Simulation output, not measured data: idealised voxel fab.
Module name: voxel trench capacitor (process module)
Square cell edge 5 nm, section width 275 nm, ID cut.
A cross-section is a grid of square cells, given in bands from the top down. A band is one or more rows of cells.
For a band, the entry starts with two heights in nm, that of the top and then that of the bottom, and carries on with the band's materials in order from left to right, each alongside its width in nm; the word "all across" beside a single material means it fills the band edge to edge, and "blank" means empty space.
The level at which height equals 0 is the one under which the wafer, as it arrives, is entirely one material. No lower edge exists for the bottom band, which continues downward and is notated as in "0 and below".
The expression "30 to 40" gives the width at the extremes of the band, the first number at its top row of cells and the second at its bottom row, with the width changing by equal amounts from each row to the next in between.
Any step labelled "no modification" changed none of the cells in the cross-section.
"Closed void list": sealed empty spaces, 8 cells or more, no open way to top, listed width x height at distance, with distance from the left edge and width, height and distance in nm.
Formally, on a step line, whatever follows the settings is a remark that the simulator itself makes on the step.
A step line may carry the setting "overlay nm", which, for steps involving a mask, states the distance by which the mask lay to the right of its intended position; negative values denote displacement to the left.
## Listed below are the process steps as planned
1 RECEIVE | material Si
2 CONFORMAL_DEP | material SiN | thk nm 5
3 MASKED_ETCH | tone open | mask id TRENCH | width nm 20 | pitch nm 35 | etch materials SiN | depth nm 5 | overlay nm 0
4 MASKED_ETCH | tone open | mask id TRENCH | width nm 20 | pitch nm 35 | etch materials Si | depth nm 40 | overlay nm 0
5 CONFORMAL_DEP | material Al2O3 | thk nm 5
6 FILL_DEP | material polySi | thk nm 5
7 CMP | height nm 5
## First of two wafers - as planned
## Wafer cross-section on receipt, i.e. after step 1
  0 and below = Si all across
  Closed void list: none
## Wafer xsec, post step 2
  5 down to 0 = SiN all across
  Below 0, the layers are the same as they were.
## Wafer xsec, post step 3
  5 down to 0 = SiN 75 / blank 20 / SiN 15 / blank 20 / SiN 15 / blank 20 / SiN 15 / blank 20 / SiN 75
  Below 0, the layers are the same as they were.
## Wafer xsec, post step 4
  5 down to 0 = SiN 75 / blank 20 / SiN 15 / blank 20 / SiN 15 / blank 20 / SiN 15 / blank 20 / SiN 75
  0 down to -40 = Si 75 / blank 20 / Si 15 / blank 20 / Si 15 / blank 20 / Si 15 / blank 20 / Si 75
  Below -40, the layers are the same as they were.
## Wafer xsec, post step 5
  10 down to 5 = Al2O3 80 / blank 10 / Al2O3 25 / blank 10 / Al2O3 25 / blank 10 / Al2O3 25 / blank 10 / Al2O3 80
  5 down to 0 = SiN 75 / Al2O3 5 / blank 10 / Al2O3 5 / SiN 15 / Al2O3 5 / blank 10 / Al2O3 5 / SiN 15 / Al2O3 5 / blank 10 / Al2O3 5 / SiN 15 / Al2O3 5 / blank 10 / Al2O3 5 / SiN 75
  0 down to -35 = Si 75 / Al2O3 5 / blank 10 / Al2O3 5 / Si 15 / Al2O3 5 / blank 10 / Al2O3 5 / Si 15 / Al2O3 5 / blank 10 / Al2O3 5 / Si 15 / Al2O3 5 / blank 10 / Al2O3 5 / Si 75
  -35 down to -40 = Si 75 / Al2O3 20 / Si 15 / Al2O3 20 / Si 15 / Al2O3 20 / Si 15 / Al2O3 20 / Si 75
  Below -40, the layers are the same as they were.
## Wafer xsec, post step 6
  15 down to 10 = polySi all across
  10 down to 5 = Al2O3 80 / polySi 10 / Al2O3 25 / polySi 10 / Al2O3 25 / polySi 10 / Al2O3 25 / polySi 10 / Al2O3 80
  5 down to 0 = SiN 75 / Al2O3 5 / polySi 10 / Al2O3 5 / SiN 15 / Al2O3 5 / polySi 10 / Al2O3 5 / SiN 15 / Al2O3 5 / polySi 10 / Al2O3 5 / SiN 15 / Al2O3 5 / polySi 10 / Al2O3 5 / SiN 75
  0 down to -35 = Si 75 / Al2O3 5 / polySi 10 / Al2O3 5 / Si 15 / Al2O3 5 / polySi 10 / Al2O3 5 / Si 15 / Al2O3 5 / polySi 10 / Al2O3 5 / Si 15 / Al2O3 5 / polySi 10 / Al2O3 5 / Si 75
  Below -35, the layers are the same as they were.
## Wafer xsec, post step 7
  5 down to 0 = SiN 75 / Al2O3 5 / polySi 10 / Al2O3 5 / SiN 15 / Al2O3 5 / polySi 10 / Al2O3 5 / SiN 15 / Al2O3 5 / polySi 10 / Al2O3 5 / SiN 15 / Al2O3 5 / polySi 10 / Al2O3 5 / SiN 75
  Below 0, the layers are the same as they were.
## It is to be noted that the second wafer proceeded from the same initial state and according to the same plan as the first, although one mistake was committed in its execution; through step 1, inclusive, the two wafers share an identical history
Second wafer, cross-section, planned end of step 2: no modification
Second wafer, cross-section, planned end of step 3: no modification
## Second wafer, cross-section, planned end of step 4
  0 down to -40 = Si 75 / blank 20 / Si 15 / blank 20 / Si 15 / blank 20 / Si 15 / blank 20 / Si 75
  Below -40, the layers are the same as they were.
## Second wafer, cross-section, planned end of step 5
  5 down to 0 = Al2O3 80 / blank 10 / Al2O3 25 / blank 10 / Al2O3 25 / blank 10 / Al2O3 25 / blank 10 / Al2O3 80
  0 down to -35 = Si 75 / Al2O3 5 / blank 10 / Al2O3 5 / Si 15 / Al2O3 5 / blank 10 / Al2O3 5 / Si 15 / Al2O3 5 / blank 10 / Al2O3 5 / Si 15 / Al2O3 5 / blank 10 / Al2O3 5 / Si 75
  -35 down to -40 = Si 75 / Al2O3 20 / Si 15 / Al2O3 20 / Si 15 / Al2O3 20 / Si 15 / Al2O3 20 / Si 75
  Below -40, the layers are the same as they were.
## Second wafer, cross-section, planned end of step 6
  10 down to 5 = polySi all across
  5 down to 0 = Al2O3 80 / polySi 10 / Al2O3 25 / polySi 10 / Al2O3 25 / polySi 10 / Al2O3 25 / polySi 10 / Al2O3 80
  0 down to -35 = Si 75 / Al2O3 5 / polySi 10 / Al2O3 5 / Si 15 / Al2O3 5 / polySi 10 / Al2O3 5 / Si 15 / Al2O3 5 / polySi 10 / Al2O3 5 / Si 15 / Al2O3 5 / polySi 10 / Al2O3 5 / Si 75
  Below -35, the layers are the same as they were.
## Second wafer, cross-section, planned end of step 7
  5 down to 0 = Al2O3 80 / polySi 10 / Al2O3 25 / polySi 10 / Al2O3 25 / polySi 10 / Al2O3 25 / polySi 10 / Al2O3 80
  Below 0, the layers are the same as they were.
Deviation noted in wafer processing: step 2 of the plan did not run at all; it was left out
The final cell counts differ between the wafers, with the second having more or fewer of some materials than the first: Al2O3 +39, SiN -39
